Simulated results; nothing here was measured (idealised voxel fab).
The following process module bears the name voxel spacer lines.
Square cell edge 5 nm, section width 185 nm, ID cut.
A cross-section is a grid of square cells, given in bands from the top down. A band is one or more rows of cells. Within each band entry, the heights of the top and of the bottom of the band appear first, in that order and in nm; the materials of the band then follow from left to right, each with its corresponding width in nm. The designation "edge to edge" on a single material indicates that it fills the band from edge to edge; the designation "air" indicates empty space. Note: height 0 marks the level under which the wafer is uniformly one material as received. Lowest band unbounded below, written "from 0 down". Width "30 to 40": first value at the band's top row of cells, second value at its bottom row, equal change from row to row. "same as before", as given for a step, is the statement that not any cell of the cross-section underwent a change during that step. Enclosed void inventory: empty space of 8 cells or more with no open way to the top, each as width x height at its distance from the left edge, in nm. Past the settings on a step's line: simulator remark, on that step. A step's line can hold "overlay nm"; with a mask on that step, the setting says how far right of the planned place the mask lay, while a negative setting says it lay to the left.
Process steps foreseen in the plan
1: RECEIVE, material Si
2: CONFORMAL_DEP, material Al2O3, thk nm 5
3: DIRECTIONAL_DEP, material SiN, thk nm 10
4: DIRECTIONAL_DEP, material aC, thk nm 25
5: PATTERN, tone cover, mask id MANDREL, material resist, width nm 15, pitch nm 70, thk nm 30, overlay nm 0
6: DIRECTIONAL_ETCH, etch materials aC, depth nm 25
7: STRIP, etch materials resist
8: CONFORMAL_DEP, material SiO2, thk nm 10
9: DIRECTIONAL_ETCH, etch materials SiO2, depth nm 10
10: STRIP, etch materials aC
11: DIRECTIONAL_ETCH, etch materials SiN, depth nm 10
12: STRIP, etch materials SiO2
13: FILL_DEP, material lowk, thk nm 5
14: CMP, height nm 15
The plan shows the width nm of step 5 as the first wafer had it; this setting differs between the wafers, which start out alike.
After step 1, as received: first of several wafers, cross-section
	from 0 down = Si edge to edge
	Enclosed void inventory: none
Once step 14, the last step, is complete, the module is at its end; this is the cross-section of the first of several wafers
	from 15 to 5 = 40 nm lowk, 10 nm SiN, 15 nm lowk, 10 nm SiN, 35 nm lowk, 10 nm SiN, 15 nm lowk, 10 nm SiN, 40 nm lowk
	from 5 to 0 = Al2O3 edge to edge
	from 0 down = Si edge to edge
	Enclosed void inventory: none
Cross-section, last wafer, module completion
	from 15 to 5 = 30 nm lowk, 10 nm SiN, 40 nm lowk, 10 nm SiN, 10 nm lowk, 10 nm SiN, 40 nm lowk, 10 nm SiN, 25 nm lowk
	from 5 to 0 = Al2O3 edge to edge
	from 0 down = Si edge to edge
	Enclosed void inventory: none
Each row below is a wafer at the end of the module, listing for every material the number of cells it has gained (+) or lost (-) since it was received, followed by its closed voids
width nm 15; +37 Al2O3; +16 SiN; +58 lowk; Enclosed void inventory: none
width nm 20; +37 Al2O3; +16 SiN; +58 lowk; Enclosed void inventory: none
width nm 25; +37 Al2O3; +16 SiN; +58 lowk; Enclosed void inventory: none
width nm 30; +37 Al2O3; +16 SiN; +58 lowk; Enclosed void inventory: none
width nm 35; +37 Al2O3; +16 SiN; +58 lowk; Enclosed void inventory: none
width nm 40; +37 Al2O3; +16 SiN; +58 lowk; Enclosed void inventory: none
